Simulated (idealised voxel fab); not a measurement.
Proc. module: voxel transistor to metal
Cross-section cut spans 150 nm and uses square cells 5 nm in size.
A cross-section is written here as square cells arranged in a grid, and it is given in bands from the top down, each band taking up one or more rows of cells. Top, bottom (nm), then materials left to right with widths (nm); lone material tagged "full width" fills the whole band edge to edge; "air" = empty space. Heights are expressed relative to 0, this being the level below which the as-received wafer comprises one material exclusively. The lowest band is unbounded in the downward direction and is denoted as in "from 0 down". When a width is written as two numbers, as in "30..40", the first number is the width in the top row of cells of the band and the second is the width in its bottom row, and the width changes by the same amount from each row to the next. "stayed the same" for a step: no cell of the cross-section changed in that step. The list in "Sealed void inventory" covers empty spaces of 8 cells or more that cannot reach the top through any open way, and it gives each as width x height at distance; the distance is from the left edge, and width, height and distance are in nm. Anything after a step's settings on that line? It's the simulator's own note about the step. Among the settings permitted on a step's line is "overlay nm"; applied to a step with a mask, it specifies the extent to which the mask lay to the right of its planned position, whereas a negative figure signifies a position to the left.
THESE ARE THE STEPS WE PLANNED FOR THE PROCESS
1. RECEIVE, material Si
2. CONFORMAL_DEP, material SiO2, thk nm 5
3. CONFORMAL_DEP, material SiN, thk nm 10
4. DIRECTIONAL_DEP, material aC, thk nm 15
5. PATTERN, tone cover, mask id ACTIVE, material resist, width nm 115, thk nm 35, overlay nm 0
6. DIRECTIONAL_ETCH, etch materials aC, depth nm 15
7. STRIP, etch materials resist
8. DIRECTIONAL_ETCH, etch materials SiN, depth nm 10
9. DIRECTIONAL_ETCH, etch materials SiO2, depth nm 5
10. DIRECTIONAL_ETCH, etch materials Si, depth nm 35
11. STRIP, etch materials aC
12. FILL_DEP, material SiO2, thk nm 10
13. CMP, height nm 15
14. SELECTIVE_ETCH, etch materials SiO2, depth nm 5
15. STRIP, etch materials SiN
16. SELECTIVE_ETCH, etch materials SiO2, depth nm 5
17. OXIDIZE, depth nm 5
18. DIRECTIONAL_DEP, material polySi, thk nm 30
19. DIRECTIONAL_DEP, material SiCN, thk nm 15
20. DIRECTIONAL_DEP, material aC, thk nm 15
21. PATTERN, tone cover, mask id GATE, material resist, width nm 35, thk nm 35, overlay nm 0
22. DIRECTIONAL_ETCH, etch materials aC, depth nm 15
23. STRIP, etch materials resist
24. DIRECTIONAL_ETCH, etch materials SiCN, depth nm 25
25. DIRECTIONAL_ETCH, etch materials polySi, depth nm 40
26. STRIP, etch materials aC
27. CONFORMAL_DEP, material SiN, thk nm 10
28. DIRECTIONAL_ETCH, etch materials SiN, depth nm 10
29. DIRECTIONAL_ETCH, etch materials SiO2, depth nm 5
30. DIRECTIONAL_ETCH, etch materials Si, depth nm 15
31. EPI, material pSi, thk nm 15
32. FILL_DEP, material SiO2, thk nm 5
33. CMP, height nm 30
34. STRIP, etch materials polySi
35. SELECTIVE_ETCH, etch materials SiO2, depth nm 5
36. CONFORMAL_DEP, material HfO2, thk nm 5
37. CONFORMAL_DEP, material TiN, thk nm 5
38. FILL_DEP, material W, thk nm 5
39. CMP, height nm 25
40. DIRECTIONAL_DEP, material SiO2, thk nm 10
41. DIRECTIONAL_DEP, material aC, thk nm 15
42. PATTERN, tone open, mask id CONTACT, material resist, width nm 15, pitch nm 90, thk nm 35, overlay nm 0
43. DIRECTIONAL_ETCH, etch materials aC, depth nm 15
44. STRIP, etch materials resist
45. DIRECTIONAL_ETCH, etch materials SiO2, depth nm 25
46. STRIP, etch materials aC
47. CONFORMAL_DEP, material TiN, thk nm 5
48. FILL_DEP, material Ru, thk nm 10
49. CMP, height nm 35
50. DIRECTIONAL_DEP, material TiN, thk nm 5
51. DIRECTIONAL_DEP, material W, thk nm 20
52. PATTERN, tone cover, mask id METAL_1, material resist, width nm 15, pitch nm 90, thk nm 20, overlay nm 0
53. DIRECTIONAL_ETCH, etch materials W, depth nm 20
54. DIRECTIONAL_ETCH, etch materials TiN, depth nm 5
55. STRIP, etch materials resist
56. CONFORMAL_DEP, material SiN, thk nm 5
57. FILL_DEP, material lowk, thk nm 10
58. CMP, height nm 60
59. CONFORMAL_DEP, material SiCN, thk nm 5
60. DIRECTIONAL_DEP, material lowk, thk nm 25
61. MASKED_ETCH, tone open, mask id METAL_2, width nm 15, pitch nm 90, etch materials lowk, depth nm 15, overlay nm 0
62. MASKED_ETCH, tone open, mask id METAL_2_HOLES, width nm 15, pitch nm 90, etch materials lowk, depth nm 10, overlay nm 0
63. MASKED_ETCH, tone open, mask id METAL_2_HOLES, width nm 15, pitch nm 90, etch materials SiCN, depth nm 5, overlay nm 0
64. CONFORMAL_DEP, material TiN, thk nm 5
65. FILL_DEP, material Ru, thk nm 5
66. CMP, height nm 90
67. CONFORMAL_DEP, material SiCN, thk nm 5
FIRST OUT OF TWO WAFERS; RUN WENT TO PLAN
AS-RECEIVED WAFER CROSS-SECTION (AFTER STEP 1)
  from 0 down | Si full width
  Sealed void inventory: none
STATE OF THE WAFER AFTER STEP 2, SHOWN IN CROSS-SECTION
  from 5 to 0 | SiO2 full width
  Everything below 0 is unchanged.
STATE OF THE WAFER AFTER STEP 3, SHOWN IN CROSS-SECTION
  from 15 to 5 | SiN full width
  Everything below 5 is unchanged.
STATE OF THE WAFER AFTER STEP 4, SHOWN IN CROSS-SECTION
  from 30 to 15 | aC full width
  Everything below 15 is unchanged.
STATE OF THE WAFER AFTER STEP 5, SHOWN IN CROSS-SECTION
  from 65 to 30 | air: 15, resist: 115, air: 20
  Everything below 30 is unchanged.
STATE OF THE WAFER AFTER STEP 6, SHOWN IN CROSS-SECTION
  from 50 to 30 | air: 15, resist: 115, air: 20
  from 30 to 15 | air: 15, aC: 115, air: 20
  Everything below 15 is unchanged.
STATE OF THE WAFER AFTER STEP 7, SHOWN IN CROSS-SECTION
  from 30 to 15 | air: 15, aC: 115, air: 20
  Everything below 15 is unchanged.
STATE OF THE WAFER AFTER STEP 8, SHOWN IN CROSS-SECTION
  from 30 to 15 | air: 15, aC: 115, air: 20
  from 15 to 5 | air: 15, SiN: 115, air: 20
  Everything below 5 is unchanged.
STATE OF THE WAFER AFTER STEP 9, SHOWN IN CROSS-SECTION
  from 30 to 15 | air: 15, aC: 115, air: 20
  from 15 to 5 | air: 15, SiN: 115, air: 20
  from 5 to 0 | air: 15, SiO2: 115, air: 20
  Everything below 0 is unchanged.
STATE OF THE WAFER AFTER STEP 10, SHOWN IN CROSS-SECTION
  from 30 to 15 | air: 15, aC: 115, air: 20
  from 15 to 5 | air: 15, SiN: 115, air: 20
  from 5 to 0 | air: 15, SiO2: 115, air: 20
  from 0 to -35 | air: 15, Si: 115, air: 20
  Everything below -35 is unchanged.
STATE OF THE WAFER AFTER STEP 11, SHOWN IN CROSS-SECTION
  from 15 to 5 | air: 15, SiN: 115, air: 20
  Everything below 5 is unchanged.
STATE OF THE WAFER AFTER STEP 12, SHOWN IN CROSS-SECTION
  from 25 to 15 | SiO2 full width
  from 15 to 5 | SiO2: 15, SiN: 115, SiO2: 20
  from 5 to 0 | SiO2 full width
  from 0 to -35 | SiO2: 15, Si: 115, SiO2: 20
  Everything below -35 is unchanged.
STATE OF THE WAFER AFTER STEP 13, SHOWN IN CROSS-SECTION
  from 15 to 5 | SiO2: 15, SiN: 115, SiO2: 20
  Everything below 5 is unchanged.
STATE OF THE WAFER AFTER STEP 14, SHOWN IN CROSS-SECTION
  from 15 to 10 | air: 15, SiN: 115, air: 20
  Everything below 10 is unchanged.
STATE OF THE WAFER AFTER STEP 15, SHOWN IN CROSS-SECTION
  from 10 to 5 | SiO2: 15, air: 115, SiO2: 20
  Everything below 5 is unchanged.
STATE OF THE WAFER AFTER STEP 16, SHOWN IN CROSS-SECTION
  from 5 to 0 | SiO2: 10, air: 125, SiO2: 15
  Everything below 0 is unchanged.
STATE OF THE WAFER AFTER STEP 17, SHOWN IN CROSS-SECTION
  from 5 to 0 | SiO2: 10, air: 125, SiO2: 15
  from 0 to -5 | SiO2 full width
  Everything below -5 is unchanged.
STATE OF THE WAFER AFTER STEP 18, SHOWN IN CROSS-SECTION
  from 35 to 30 | polySi: 10, air: 125, polySi: 15
  from 30 to 5 | polySi full width
  from 5 to 0 | SiO2: 10, polySi: 125, SiO2: 15
  Everything below 0 is unchanged.
STATE OF THE WAFER AFTER STEP 19, SHOWN IN CROSS-SECTION
  from 50 to 45 | SiCN: 10, air: 125, SiCN: 15
  from 45 to 35 | SiCN full width
  from 35 to 30 | polySi: 10, SiCN: 125, polySi: 15
  Everything below 30 is unchanged.
STATE OF THE WAFER AFTER STEP 20, SHOWN IN CROSS-SECTION
  from 65 to 60 | aC: 10, air: 125, aC: 15
  from 60 to 50 | aC full width
  from 50 to 45 | SiCN: 10, aC: 125, SiCN: 15
  Everything below 45 is unchanged.
STATE OF THE WAFER AFTER STEP 21, SHOWN IN CROSS-SECTION
  from 100 to 65 | air: 55, resist: 35, air: 60
  from 65 to 60 | aC: 10, air: 45, resist: 35, air: 45, aC: 15
  Everything below 60 is unchanged.
STATE OF THE WAFER AFTER STEP 22, SHOWN IN CROSS-SECTION
  from 85 to 60 | air: 55, resist: 35, air: 60
  from 60 to 50 | air: 55, aC: 35, air: 60
  from 50 to 45 | SiCN: 10, air: 45, aC: 35, air: 45, SiCN: 15
  Everything below 45 is unchanged.
STATE OF THE WAFER AFTER STEP 23, SHOWN IN CROSS-SECTION
  from 60 to 50 | air: 55, aC: 35, air: 60
  Everything below 50 is unchanged.
STATE OF THE WAFER AFTER STEP 24, SHOWN IN CROSS-SECTION
  from 60 to 45 | air: 55, aC: 35, air: 60
  from 45 to 35 | air: 55, SiCN: 35, air: 60
  from 35 to 30 | polySi: 10, air: 45, SiCN: 35, air: 45, polySi: 15
  Everything below 30 is unchanged.
STATE OF THE WAFER AFTER STEP 25, SHOWN IN CROSS-SECTION
  from 60 to 45 | air: 55, aC: 35, air: 60
  from 45 to 30 | air: 55, SiCN: 35, air: 60
  from 30 to 5 | air: 55, polySi: 35, air: 60
  from 5 to 0 | SiO2: 10, air: 45, polySi: 35, air: 45, SiO2: 15
  Everything below 0 is unchanged.
STATE OF THE WAFER AFTER STEP 26, SHOWN IN CROSS-SECTION
  from 45 to 30 | air: 55, SiCN: 35, air: 60
  Everything below 30 is unchanged.
STATE OF THE WAFER AFTER STEP 27, SHOWN IN CROSS-SECTION
  from 55 to 45 | air: 45, SiN: 55, air: 50
  from 45 to 30 | air: 45, SiN: 10, SiCN: 35, SiN: 10, air: 50
  from 30 to 15 | air: 45, SiN: 10, polySi: 35, SiN: 10, air: 50
  from 15 to 10 | SiN: 20, air: 25, SiN: 10, polySi: 35, SiN: 10, air: 25, SiN: 25
  from 10 to 5 | SiN: 55, polySi: 35, SiN: 60
  from 5 to 0 | SiO2: 10, SiN: 45, polySi: 35, SiN: 45, SiO2: 15
  Everything below 0 is unchanged.
STATE OF THE WAFER AFTER STEP 28, SHOWN IN CROSS-SECTION
  from 45 to 30 | air: 45, SiN: 10, SiCN: 35, SiN: 10, air: 50
  from 30 to 5 | air: 45, SiN: 10, polySi: 35, SiN: 10, air: 50
  from 5 to 0 | SiO2: 10, SiN: 10, air: 25, SiN: 10, polySi: 35, SiN: 10, air: 25, SiN: 10, SiO2: 15
  Everything below 0 is unchanged.
STATE OF THE WAFER AFTER STEP 29, SHOWN IN CROSS-SECTION
  from 45 to 30 | air: 45, SiN: 10, SiCN: 35, SiN: 10, air: 50
  from 30 to 5 | air: 45, SiN: 10, polySi: 35, SiN: 10, air: 50
  from 5 to 0 | air: 10, SiN: 10, air: 25, SiN: 10, polySi: 35, SiN: 10, air: 25, SiN: 10, air: 15
  from 0 to -5 | SiO2: 20, air: 25, SiO2: 55, air: 25, SiO2: 25
  Everything below -5 is unchanged.
STATE OF THE WAFER AFTER STEP 30, SHOWN IN CROSS-SECTION
  from 45 to 30 | air: 45, SiN: 10, SiCN: 35, SiN: 10, air: 50
  from 30 to 5 | air: 45, SiN: 10, polySi: 35, SiN: 10, air: 50
  from 5 to 0 | air: 10, SiN: 10, air: 25, SiN: 10, polySi: 35, SiN: 10, air: 25, SiN: 10, air: 15
  from 0 to -5 | SiO2: 20, air: 25, SiO2: 55, air: 25, SiO2: 25
  from -5 to -20 | SiO2: 15, Si: 5, air: 25, Si: 55, air: 25, Si: 5, SiO2: 20
  Everything below -20 is unchanged.
STATE OF THE WAFER AFTER STEP 31, SHOWN IN CROSS-SECTION
  from 45 to 30 | air: 45, SiN: 10, SiCN: 35, SiN: 10, air: 50
  from 30 to 10 | air: 45, SiN: 10, polySi: 35, SiN: 10, air: 50
  from 10 to 5 | air: 15, pSi: 30, SiN: 10, polySi: 35, SiN: 10, pSi: 30, air: 20
  from 5 to 0 | air: 10, SiN: 10, pSi: 25, SiN: 10, polySi: 35, SiN: 10, pSi: 25, SiN: 10, air: 15
  from 0 to -5 | SiO2: 20, pSi: 25, SiO2: 55, pSi: 25, SiO2: 25
  from -5 to -20 | SiO2: 15, Si: 5, pSi: 25, Si: 55, pSi: 25, Si: 5, SiO2: 20
  Everything below -20 is unchanged.
STATE OF THE WAFER AFTER STEP 32, SHOWN IN CROSS-SECTION
  from 50 to 45 | SiO2 full width
  from 45 to 30 | SiO2: 45, SiN: 10, SiCN: 35, SiN: 10, SiO2: 50
  from 30 to 10 | SiO2: 45, SiN: 10, polySi: 35, SiN: 10, SiO2: 50
  from 10 to 5 | SiO2: 15, pSi: 30, SiN: 10, polySi: 35, SiN: 10, pSi: 30, SiO2: 20
  from 5 to 0 | SiO2: 10, SiN: 10, pSi: 25, SiN: 10, polySi: 35, SiN: 10, pSi: 25, SiN: 10, SiO2: 15
  Everything below 0 is unchanged.
STATE OF THE WAFER AFTER STEP 33, SHOWN IN CROSS-SECTION
  from 30 to 10 | SiO2: 45, SiN: 10, polySi: 35, SiN: 10, SiO2: 50
  Everything below 10 is unchanged.
STATE OF THE WAFER AFTER STEP 34, SHOWN IN CROSS-SECTION
  from 30 to 10 | SiO2: 45, SiN: 10, air: 35, SiN: 10, SiO2: 50
  from 10 to 5 | SiO2: 15, pSi: 30, SiN: 10, air: 35, SiN: 10, pSi: 30, SiO2: 20
  from 5 to 0 | SiO2: 10, SiN: 10, pSi: 25, SiN: 10, air: 35, SiN: 10, pSi: 25, SiN: 10, SiO2: 15
  Everything below 0 is unchanged.
STATE OF THE WAFER AFTER STEP 35, SHOWN IN CROSS-SECTION
  from 30 to 25 | air: 45, SiN: 10, air: 35, SiN: 10, air: 50
  from 25 to 10 | SiO2: 45, SiN: 10, air: 35, SiN: 10, SiO2: 50
  from 10 to 5 | SiO2: 15, pSi: 30, SiN: 10, air: 35, SiN: 10, pSi: 30, SiO2: 20
  from 5 to 0 | SiO2: 10, SiN: 10, pSi: 25, SiN: 10, air: 35, SiN: 10, pSi: 25, SiN: 10, SiO2: 15
  from 0 to -5 | SiO2: 20, pSi: 25, SiO2: 5, air: 45, SiO2: 5, pSi: 25, SiO2: 25
  Everything below -5 is unchanged.
STATE OF THE WAFER AFTER STEP 36, SHOWN IN CROSS-SECTION
  from 35 to 30 | air: 40, HfO2: 20, air: 25, HfO2: 20, air: 45
  from 30 to 25 | HfO2: 45, SiN: 10, HfO2: 5, air: 25, HfO2: 5, SiN: 10, HfO2: 50
  from 25 to 10 | SiO2: 45, SiN: 10, HfO2: 5, air: 25, HfO2: 5, SiN: 10, SiO2: 50
  from 10 to 5 | SiO2: 15, pSi: 30, SiN: 10, HfO2: 5, air: 25, HfO2: 5, SiN: 10, pSi: 30, SiO2: 20
  from 5 to 0 | SiO2: 10, SiN: 10, pSi: 25, SiN: 10, HfO2: 5, air: 25, HfO2: 5, SiN: 10, pSi: 25, SiN: 10, SiO2: 15
  from 0 to -5 | SiO2: 20, pSi: 25, SiO2: 5, HfO2: 45, SiO2: 5, pSi: 25, SiO2: 25
  Everything below -5 is unchanged.
STATE OF THE WAFER AFTER STEP 37, SHOWN IN CROSS-SECTION
  from 40 to 35 | air: 35, TiN: 30, air: 15, TiN: 30, air: 40
  from 35 to 30 | TiN: 40, HfO2: 20, TiN: 5, air: 15, TiN: 5, HfO2: 20, TiN: 45
  from 30 to 25 | HfO2: 45, SiN: 10, HfO2: 5, TiN: 5, air: 15, TiN: 5, HfO2: 5, SiN: 10, HfO2: 50
  from 25 to 10 | SiO2: 45, SiN: 10, HfO2: 5, TiN: 5, air: 15, TiN: 5, HfO2: 5, SiN: 10, SiO2: 50
  from 10 to 5 | SiO2: 15, pSi: 30, SiN: 10, HfO2: 5, TiN: 5, air: 15, TiN: 5, HfO2: 5, SiN: 10, pSi: 30, SiO2: 20
  from 5 to 0 | SiO2: 10, SiN: 10, pSi: 25, SiN: 10, HfO2: 5, TiN: 25, HfO2: 5, SiN: 10, pSi: 25, SiN: 10, SiO2: 15
  Everything below 0 is unchanged.
STATE OF THE WAFER AFTER STEP 38, SHOWN IN CROSS-SECTION
  from 45 to 40 | W full width
  from 40 to 35 | W: 35, TiN: 30, W: 15, TiN: 30, W: 40
  from 35 to 30 | TiN: 40, HfO2: 20, TiN: 5, W: 15, TiN: 5, HfO2: 20, TiN: 45
  from 30 to 25 | HfO2: 45, SiN: 10, HfO2: 5, TiN: 5, W: 15, TiN: 5, HfO2: 5, SiN: 10, HfO2: 50
  from 25 to 10 | SiO2: 45, SiN: 10, HfO2: 5, TiN: 5, W: 15, TiN: 5, HfO2: 5, SiN: 10, SiO2: 50
  from 10 to 5 | SiO2: 15, pSi: 30, SiN: 10, HfO2: 5, TiN: 5, W: 15, TiN: 5, HfO2: 5, SiN: 10, pSi: 30, SiO2: 20
  Everything below 5 is unchanged.
STATE OF THE WAFER AFTER STEP 39, SHOWN IN CROSS-SECTION
  from 25 to 10 | SiO2: 45, SiN: 10, HfO2: 5, TiN: 5, W: 15, TiN: 5, HfO2: 5, SiN: 10, SiO2: 50
  Everything below 10 is unchanged.
STATE OF THE WAFER AFTER STEP 40, SHOWN IN CROSS-SECTION
  from 35 to 25 | SiO2 full width
  Everything below 25 is unchanged.
STATE OF THE WAFER AFTER STEP 41, SHOWN IN CROSS-SECTION
  from 50 to 35 | aC full width
  Everything below 35 is unchanged.
STATE OF THE WAFER AFTER STEP 42, SHOWN IN CROSS-SECTION
  from 85 to 50 | resist: 20, air: 15, resist: 75, air: 15, resist: 25
  Everything below 50 is unchanged.
STATE OF THE WAFER AFTER STEP 43, SHOWN IN CROSS-SECTION
  from 70 to 50 | resist: 20, air: 15, resist: 75, air: 15, resist: 25
  from 50 to 35 | aC: 20, air: 15, aC: 75, air: 15, aC: 25
  Everything below 35 is unchanged.
STATE OF THE WAFER AFTER STEP 44, SHOWN IN CROSS-SECTION
  from 50 to 35 | aC: 20, air: 15, aC: 75, air: 15, aC: 25
  Everything below 35 is unchanged.
STATE OF THE WAFER AFTER STEP 45, SHOWN IN CROSS-SECTION
  from 50 to 35 | aC: 20, air: 15, aC: 75, air: 15, aC: 25
  from 35 to 25 | SiO2: 20, air: 15, SiO2: 75, air: 15, SiO2: 25
  from 25 to 10 | SiO2: 20, air: 15, SiO2: 10, SiN: 10, HfO2: 5, TiN: 5, W: 15, TiN: 5, HfO2: 5, SiN: 10, SiO2: 10, air: 15, SiO2: 25
  Everything below 10 is unchanged.
STATE OF THE WAFER AFTER STEP 46, SHOWN IN CROSS-SECTION
  from 35 to 25 | SiO2: 20, air: 15, SiO2: 75, air: 15, SiO2: 25
  Everything below 25 is unchanged.
STATE OF THE WAFER AFTER STEP 47, SHOWN IN CROSS-SECTION
  from 40 to 35 | TiN: 25, air: 5, TiN: 85, air: 5, TiN: 30
  from 35 to 25 | SiO2: 20, TiN: 5, air: 5, TiN: 5, SiO2: 75, TiN: 5, air: 5, TiN: 5, SiO2: 25
  from 25 to 15 | SiO2: 20, TiN: 5, air: 5, TiN: 5, SiO2: 10, SiN: 10, HfO2: 5, TiN: 5, W: 15, TiN: 5, HfO2: 5, SiN: 10, SiO2: 10, TiN: 5, air: 5, TiN: 5, SiO2: 25
  from 15 to 10 | SiO2: 20, TiN: 15, SiO2: 10, SiN: 10, HfO2: 5, TiN: 5, W: 15, TiN: 5, HfO2: 5, SiN: 10, SiO2: 10, TiN: 15, SiO2: 25
  Everything below 10 is unchanged.
STATE OF THE WAFER AFTER STEP 48, SHOWN IN CROSS-SECTION
  from 50 to 40 | Ru full width
  from 40 to 35 | TiN: 25, Ru: 5, TiN: 85, Ru: 5, TiN: 30
  from 35 to 25 | SiO2: 20, TiN: 5, Ru: 5, TiN: 5, SiO2: 75, TiN: 5, Ru: 5, TiN: 5, SiO2: 25
  from 25 to 15 | SiO2: 20, TiN: 5, Ru: 5, TiN: 5, SiO2: 10, SiN: 10, HfO2: 5, TiN: 5, W: 15, TiN: 5, HfO2: 5, SiN: 10, SiO2: 10, TiN: 5, Ru: 5, TiN: 5, SiO2: 25
  Everything below 15 is unchanged.
STATE OF THE WAFER AFTER STEP 49, SHOWN IN CROSS-SECTION
  from 35 to 25 | SiO2: 20, TiN: 5, Ru: 5, TiN: 5, SiO2: 75, TiN: 5, Ru: 5, TiN: 5, SiO2: 25
  Everything below 25 is unchanged.
STATE OF THE WAFER AFTER STEP 50, SHOWN IN CROSS-SECTION
  from 40 to 35 | TiN full width
  Everything below 35 is unchanged.
STATE OF THE WAFER AFTER STEP 51, SHOWN IN CROSS-SECTION
  from 60 to 40 | W full width
  Everything below 40 is unchanged.
STATE OF THE WAFER AFTER STEP 52, SHOWN IN CROSS-SECTION
  from 80 to 60 | air: 20, resist: 15, air: 75, resist: 15, air: 25
  Everything below 60 is unchanged.
STATE OF THE WAFER AFTER STEP 53, SHOWN IN CROSS-SECTION
  from 80 to 60 | air: 20, resist: 15, air: 75, resist: 15, air: 25
  from 60 to 40 | air: 20, W: 15, air: 75, W: 15, air: 25
  Everything below 40 is unchanged.
STATE OF THE WAFER AFTER STEP 54, SHOWN IN CROSS-SECTION
  from 80 to 60 | air: 20, resist: 15, air: 75, resist: 15, air: 25
  from 60 to 40 | air: 20, W: 15, air: 75, W: 15, air: 25
  from 40 to 35 | air: 20, TiN: 15, air: 75, TiN: 15, air: 25
  Everything below 35 is unchanged.
STATE OF THE WAFER AFTER STEP 55, SHOWN IN CROSS-SECTION
  from 60 to 40 | air: 20, W: 15, air: 75, W: 15, air: 25
  Everything below 40 is unchanged.
STATE OF THE WAFER AFTER STEP 56, SHOWN IN CROSS-SECTION
  from 65 to 60 | air: 15, SiN: 25, air: 65, SiN: 25, air: 20
  from 60 to 40 | air: 15, SiN: 5, W: 15, SiN: 5, air: 65, SiN: 5, W: 15, SiN: 5, air: 20
  from 40 to 35 | SiN: 20, TiN: 15, SiN: 75, TiN: 15, SiN: 25
  Everything below 35 is unchanged.
STATE OF THE WAFER AFTER STEP 57, SHOWN IN CROSS-SECTION
  from 75 to 65 | lowk full width
  from 65 to 60 | lowk: 15, SiN: 25, lowk: 65, SiN: 25, lowk: 20
  from 60 to 40 | lowk: 15, SiN: 5, W: 15, SiN: 5, lowk: 65, SiN: 5, W: 15, SiN: 5, lowk: 20
  Everything below 40 is unchanged.
STATE OF THE WAFER AFTER STEP 58, SHOWN IN CROSS-SECTION
  from 60 to 40 | lowk: 15, SiN: 5, W: 15, SiN: 5, lowk: 65, SiN: 5, W: 15, SiN: 5, lowk: 20
  Everything below 40 is unchanged.
STATE OF THE WAFER AFTER STEP 59, SHOWN IN CROSS-SECTION
  from 65 to 60 | SiCN full width
  Everything below 60 is unchanged.
STATE OF THE WAFER AFTER STEP 60, SHOWN IN CROSS-SECTION
  from 90 to 65 | lowk full width
  Everything below 65 is unchanged.
STATE OF THE WAFER AFTER STEP 61, SHOWN IN CROSS-SECTION
  from 90 to 75 | lowk: 20, air: 15, lowk: 75, air: 15, lowk: 25
  Everything below 75 is unchanged.
STATE OF THE WAFER AFTER STEP 62, SHOWN IN CROSS-SECTION
  from 90 to 65 | lowk: 20, air: 15, lowk: 75, air: 15, lowk: 25
  Everything below 65 is unchanged.
STATE OF THE WAFER AFTER STEP 63, SHOWN IN CROSS-SECTION
  from 90 to 65 | lowk: 20, air: 15, lowk: 75, air: 15, lowk: 25
  from 65 to 60 | SiCN: 20, air: 15, SiCN: 75, air: 15, SiCN: 25
  Everything below 60 is unchanged.
STATE OF THE WAFER AFTER STEP 64, SHOWN IN CROSS-SECTION
  from 95 to 90 | TiN: 25, air: 5, TiN: 85, air: 5, TiN: 30
  from 90 to 65 | lowk: 20, TiN: 5, air: 5, TiN: 5, lowk: 75, TiN: 5, air: 5, TiN: 5, lowk: 25
  from 65 to 60 | SiCN: 20, TiN: 15, SiCN: 75, TiN: 15, SiCN: 25
  Everything below 60 is unchanged.
STATE OF THE WAFER AFTER STEP 65, SHOWN IN CROSS-SECTION
  from 100 to 95 | Ru full width
  from 95 to 90 | TiN: 25, Ru: 5, TiN: 85, Ru: 5, TiN: 30
  from 90 to 65 | lowk: 20, TiN: 5, Ru: 5, TiN: 5, lowk: 75, TiN: 5, Ru: 5, TiN: 5, lowk: 25
  Everything below 65 is unchanged.
STATE OF THE WAFER AFTER STEP 66, SHOWN IN CROSS-SECTION
  from 90 to 65 | lowk: 20, TiN: 5, Ru: 5, TiN: 5, lowk: 75, TiN: 5, Ru: 5, TiN: 5, lowk: 25
  Everything below 65 is unchanged.
STATE OF THE WAFER AFTER STEP 67, SHOWN IN CROSS-SECTION
  from 95 to 90 | SiCN full width
  Everything below 90 is unchanged.
NOW THE OTHER WAFER: SAME START, SAME RECIPE, BUT WE MESSED UP ONE THING WHEN RUNNING IT. UP TO AND INCLUDING STEP 58 IT'S THE SAME AS THE FIRST ONE
SECOND WAFER, CROSS-SECTION, PLANNED END OF STEP 59
  from 85 to 60 | lowk full width
  Everything below 60 is unchanged.
SECOND WAFER, CROSS-SECTION, PLANNED END OF STEP 60
  from 90 to 85 | SiCN full width
  Everything below 85 is unchanged.
Second wafer, cross-section, planned end of step 61: stayed the same
Second wafer, cross-section, planned end of step 62: stayed the same
SECOND WAFER, CROSS-SECTION, PLANNED END OF STEP 63
  from 90 to 85 | SiCN: 20, air: 15, SiCN: 75, air: 15, SiCN: 25
  Everything below 85 is unchanged.
SECOND WAFER, CROSS-SECTION, PLANNED END OF STEP 64
  from 95 to 90 | TiN: 25, air: 5, TiN: 85, air: 5, TiN: 30
  from 90 to 85 | SiCN: 20, TiN: 15, SiCN: 75, TiN: 15, SiCN: 25
  Everything below 85 is unchanged.
SECOND WAFER, CROSS-SECTION, PLANNED END OF STEP 65
  from 100 to 95 | Ru full width
  from 95 to 90 | TiN: 25, Ru: 5, TiN: 85, Ru: 5, TiN: 30
  Everything below 90 is unchanged.
SECOND WAFER, CROSS-SECTION, PLANNED END OF STEP 66
  from 90 to 85 | SiCN: 20, TiN: 15, SiCN: 75, TiN: 15, SiCN: 25
  Everything below 85 is unchanged.
SECOND WAFER, CROSS-SECTION, PLANNED END OF STEP 67
  from 95 to 90 | SiCN full width
  Everything below 90 is unchanged.
what went wrong: order of steps 59 and 60 inverted relative to the plan
Cell-count delta at end, second wafer over first, by material: 10 fewer of Ru; 20 fewer of TiN; 30 more of lowk
